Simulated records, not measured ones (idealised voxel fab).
This is a process module. Its name is voxel capacitor over wiring.
Square cells of 5 nm make up the cross-section cut, whose width is 235 nm.
For the purposes of this document, a cross-section shall be understood as a grid of square cells, specified as bands listed in top-to-bottom order, each band consisting of one or more rows of cells.
In this notation a band is specified by the heights of its top and bottom, in that order and in nm, after which its materials appear from left to right, each paired with its width in nm. The word "everywhere" attached to a single material means that material fills the band from edge to edge; the word "air" stands for empty space.
Ref level 0: as-received wafer is one material below here. Bottom band extends down with no lower bound ("0 and below").
You'd read "30 to 40" like this: the band's top row of cells is as wide as the first number, its bottom row is as wide as the second, and going down, every row changes width by the same amount as the row before did.
Given "remained the same" for a step, no cell of the cross-section differs between before and after that step.
Closed-off voids of 8+ cells (no open route to the top) go in "Closed void entries", written width x height at distance from the left edge, in nm.
Step line, after settings: the simulator's comment on this step.
When a step includes a mask, the "overlay nm" setting on its line states how far to the right of its planned place that mask lay, and negative values state how far to the left.

**The following list gives the planned process steps**
step 1: RECEIVE with material Si
step 2: CONFORMAL_DEP with material SiO2, thk nm 15
step 3: CONFORMAL_DEP with material SiCN, thk nm 5
step 4: DIRECTIONAL_DEP with material lowk, thk nm 20
step 5: DIRECTIONAL_DEP with material aC, thk nm 10
step 6: PATTERN with tone open, mask id METAL_1, material resist, width nm 25, pitch nm 85, thk nm 25, overlay nm 0
step 7: DIRECTIONAL_ETCH with etch materials aC, depth nm 10
step 8: STRIP with etch materials resist
step 9: DIRECTIONAL_ETCH with etch materials lowk, depth nm 20
step 10: DIRECTIONAL_ETCH with etch materials SiCN, depth nm 5
step 11: STRIP with etch materials aC
step 12: CONFORMAL_DEP with material TiN, thk nm 5
step 13: FILL_DEP with material Cu, thk nm 10
step 14: CMP with height nm 40
step 15: CONFORMAL_DEP with material SiCN, thk nm 5
step 16: DIRECTIONAL_DEP with material SiO2, thk nm 15
step 17: PATTERN with tone open, mask id PLUG_1, material resist, width nm 15, thk nm 20, overlay nm 0
step 18: DIRECTIONAL_ETCH with etch materials SiO2, depth nm 15
step 19: DIRECTIONAL_ETCH with etch materials SiCN, depth nm 5
step 20: STRIP with etch materials resist
step 21: CONFORMAL_DEP with material TiN, thk nm 5
step 22: FILL_DEP with material Ru, thk nm 10
step 23: CMP with height nm 60
step 24: DIRECTIONAL_DEP with material TiN, thk nm 5
step 25: DIRECTIONAL_DEP with material HfO2, thk nm 5
step 26: DIRECTIONAL_DEP with material TiN, thk nm 5
step 27: PATTERN with tone cover, mask id UPPER_PLATE, material resist, width nm 65, thk nm 20, overlay nm 0
step 28: DIRECTIONAL_ETCH with etch materials TiN, depth nm 5
step 29: DIRECTIONAL_ETCH with etch materials HfO2, depth nm 5
step 30: STRIP with etch materials resist
step 31: MASKED_ETCH with tone cover, mask id LOWER_PLATE, width nm 75, etch materials TiN, depth nm 5, overlay nm 0
step 32: FILL_DEP with material SiO2, thk nm 15
step 33: CMP with height nm 85
step 34: PATTERN with tone open, mask id PLUG_2, material resist, width nm 15, thk nm 20, overlay nm 0
step 35: DIRECTIONAL_ETCH with etch materials SiO2, depth nm 10
step 36: STRIP with etch materials resist
step 37: CONFORMAL_DEP with material TiN, thk nm 5
step 38: FILL_DEP with material W, thk nm 5
step 39: CMP with height nm 85
step 40: CONFORMAL_DEP with material SiN, thk nm 5

**Account of the first of two wafers, which was processed as intended**

**Wafer cross-section on receipt, i.e. after step 1**
  0 and below  Si everywhere
  Closed void entries: none

**Sectional view: wafer, after step 2**
  15 down to 0  SiO2 everywhere
  Below 0, the layers are the same as they were.

**Sectional view: wafer, after step 3**
  20 down to 15  SiCN everywhere
  Below 15, the layers are the same as they were.

**Sectional view: wafer, after step 4**
  40 down to 20  lowk everywhere
  Below 20, the layers are the same as they were.

**Sectional view: wafer, after step 5**
  50 down to 40  aC everywhere
  Below 40, the layers are the same as they were.

**Sectional view: wafer, after step 6**
  75 down to 50  resist 60 / air 25 / resist 60 / air 25 / resist 65
  Below 50, the layers are the same as they were.

**Sectional view: wafer, after step 7**
  65 down to 50  resist 60 / air 25 / resist 60 / air 25 / resist 65
  50 down to 40  aC 60 / air 25 / aC 60 / air 25 / aC 65
  Below 40, the layers are the same as they were.

**Sectional view: wafer, after step 8**
  50 down to 40  aC 60 / air 25 / aC 60 / air 25 / aC 65
  Below 40, the layers are the same as they were.

**Sectional view: wafer, after step 9**
  50 down to 40  aC 60 / air 25 / aC 60 / air 25 / aC 65
  40 down to 20  lowk 60 / air 25 / lowk 60 / air 25 / lowk 65
  Below 20, the layers are the same as they were.

**Sectional view: wafer, after step 10**
  50 down to 40  aC 60 / air 25 / aC 60 / air 25 / aC 65
  40 down to 20  lowk 60 / air 25 / lowk 60 / air 25 / lowk 65
  20 down to 15  SiCN 60 / air 25 / SiCN 60 / air 25 / SiCN 65
  Below 15, the layers are the same as they were.

**Sectional view: wafer, after step 11**
  40 down to 20  lowk 60 / air 25 / lowk 60 / air 25 / lowk 65
  Below 20, the layers are the same as they were.

**Sectional view: wafer, after step 12**
  45 down to 40  TiN 65 / air 15 / TiN 70 / air 15 / TiN 70
  40 down to 20  lowk 60 / TiN 5 / air 15 / TiN 5 / lowk 60 / TiN 5 / air 15 / TiN 5 / lowk 65
  20 down to 15  SiCN 60 / TiN 25 / SiCN 60 / TiN 25 / SiCN 65
  Below 15, the layers are the same as they were.

**Sectional view: wafer, after step 13**
  55 down to 45  Cu everywhere
  45 down to 40  TiN 65 / Cu 15 / TiN 70 / Cu 15 / TiN 70
  40 down to 20  lowk 60 / TiN 5 / Cu 15 / TiN 5 / lowk 60 / TiN 5 / Cu 15 / TiN 5 / lowk 65
  Below 20, the layers are the same as they were.

**Sectional view: wafer, after step 14**
  40 down to 20  lowk 60 / TiN 5 / Cu 15 / TiN 5 / lowk 60 / TiN 5 / Cu 15 / TiN 5 / lowk 65
  Below 20, the layers are the same as they were.

**Sectional view: wafer, after step 15**
  45 down to 40  SiCN everywhere
  Below 40, the layers are the same as they were.

**Sectional view: wafer, after step 16**
  60 down to 45  SiO2 everywhere
  Below 45, the layers are the same as they were.

**Sectional view: wafer, after step 17**
  80 down to 60  resist 70 / air 15 / resist 150
  Below 60, the layers are the same as they were.

**Sectional view: wafer, after step 18**
  80 down to 60  resist 70 / air 15 / resist 150
  60 down to 45  SiO2 70 / air 15 / SiO2 150
  Below 45, the layers are the same as they were.

**Sectional view: wafer, after step 19**
  80 down to 60  resist 70 / air 15 / resist 150
  60 down to 45  SiO2 70 / air 15 / SiO2 150
  45 down to 40  SiCN 70 / air 15 / SiCN 150
  Below 40, the layers are the same as they were.

**Sectional view: wafer, after step 20**
  60 down to 45  SiO2 70 / air 15 / SiO2 150
  Below 45, the layers are the same as they were.

**Sectional view: wafer, after step 21**
  65 down to 60  TiN 75 / air 5 / TiN 155
  60 down to 45  SiO2 70 / TiN 5 / air 5 / TiN 5 / SiO2 150
  45 down to 40  SiCN 70 / TiN 15 / SiCN 150
  Below 40, the layers are the same as they were.

**Sectional view: wafer, after step 22**
  75 down to 65  Ru everywhere
  65 down to 60  TiN 75 / Ru 5 / TiN 155
  60 down to 45  SiO2 70 / TiN 5 / Ru 5 / TiN 5 / SiO2 150
  Below 45, the layers are the same as they were.

**Sectional view: wafer, after step 23**
  60 down to 45  SiO2 70 / TiN 5 / Ru 5 / TiN 5 / SiO2 150
  Below 45, the layers are the same as they were.

**Sectional view: wafer, after step 24**
  65 down to 60  TiN everywhere
  Below 60, the layers are the same as they were.

**Sectional view: wafer, after step 25**
  70 down to 65  HfO2 everywhere
  Below 65, the layers are the same as they were.

**Sectional view: wafer, after step 26**
  75 down to 70  TiN everywhere
  Below 70, the layers are the same as they were.

**Sectional view: wafer, after step 27**
  95 down to 75  air 70 / resist 65 / air 100
  Below 75, the layers are the same as they were.

**Sectional view: wafer, after step 28**
  95 down to 75  air 70 / resist 65 / air 100
  75 down to 70  air 70 / TiN 65 / air 100
  Below 70, the layers are the same as they were.

**Sectional view: wafer, after step 29**
  95 down to 75  air 70 / resist 65 / air 100
  75 down to 70  air 70 / TiN 65 / air 100
  70 down to 65  air 70 / HfO2 65 / air 100
  Below 65, the layers are the same as they were.

**Sectional view: wafer, after step 30**
  75 down to 70  air 70 / TiN 65 / air 100
  Below 70, the layers are the same as they were.

**Sectional view: wafer, after step 31**
  75 down to 70  air 70 / TiN 65 / air 100
  70 down to 65  air 70 / HfO2 65 / air 100
  65 down to 60  air 65 / TiN 75 / air 95
  Below 60, the layers are the same as they were.

**Sectional view: wafer, after step 32**
  90 down to 75  SiO2 everywhere
  75 down to 70  SiO2 70 / TiN 65 / SiO2 100
  70 down to 65  SiO2 70 / HfO2 65 / SiO2 100
  65 down to 60  SiO2 65 / TiN 75 / SiO2 95
  Below 60, the layers are the same as they were.

**Sectional view: wafer, after step 33**
  85 down to 75  SiO2 everywhere
  Below 75, the layers are the same as they were.

**Sectional view: wafer, after step 34**
  105 down to 85  resist 80 / air 15 / resist 140
  Below 85, the layers are the same as they were.

**Sectional view: wafer, after step 35**
  105 down to 85  resist 80 / air 15 / resist 140
  85 down to 75  SiO2 80 / air 15 / SiO2 140
  Below 75, the layers are the same as they were.

**Sectional view: wafer, after step 36**
  85 down to 75  SiO2 80 / air 15 / SiO2 140
  Below 75, the layers are the same as they were.

**Sectional view: wafer, after step 37**
  90 down to 85  TiN 85 / air 5 / TiN 145
  85 down to 80  SiO2 80 / TiN 5 / air 5 / TiN 5 / SiO2 140
  80 down to 70  SiO2 80 to 70 / TiN 15 to 65 / SiO2 140 to 100
  Below 70, the layers are the same as they were.

**Sectional view: wafer, after step 38**
  95 down to 90  W everywhere
  90 down to 85  TiN 85 / W 5 / TiN 145
  85 down to 80  SiO2 80 / TiN 5 / W 5 / TiN 5 / SiO2 140
  Below 80, the layers are the same as they were.

**Sectional view: wafer, after step 39**
  85 down to 80  SiO2 80 / TiN 5 / W 5 / TiN 5 / SiO2 140
  Below 80, the layers are the same as they were.

**Sectional view: wafer, after step 40**
  90 down to 85  SiN everywhere
  Below 85, the layers are the same as they were.

**For the second wafer, take the first wafer's start and plan, then add one mistake made in running it; everything through step 36, that step included, is shared with the first**

**X-section, second wafer, when step 37 was due to finish**
  90 down to 85  HfO2 85 / air 5 / HfO2 145
  85 down to 80  SiO2 80 / HfO2 5 / air 5 / HfO2 5 / SiO2 140
  80 down to 75  SiO2 80 / HfO2 15 / SiO2 140
  Below 75, the layers are the same as they were.

**X-section, second wafer, when step 38 was due to finish**
  95 down to 90  W everywhere
  90 down to 85  HfO2 85 / W 5 / HfO2 145
  85 down to 80  SiO2 80 / HfO2 5 / W 5 / HfO2 5 / SiO2 140
  Below 80, the layers are the same as they were.

**X-section, second wafer, when step 39 was due to finish**
  85 down to 80  SiO2 80 / HfO2 5 / W 5 / HfO2 5 / SiO2 140
  Below 80, the layers are the same as they were.

**X-section, second wafer, when step 40 was due to finish**
  90 down to 85  SiN everywhere
  Below 85, the layers are the same as they were.
Misprocessing identified: it should be noted that step 37 was executed with settings other than those planned, the operation and settings actually applied being CONFORMAL_DEP with material HfO2, thk nm 5
FYI, end of process, the second wafer has more or fewer cells of some materials than the first: HfO2: 5 more; TiN: 5 fewer
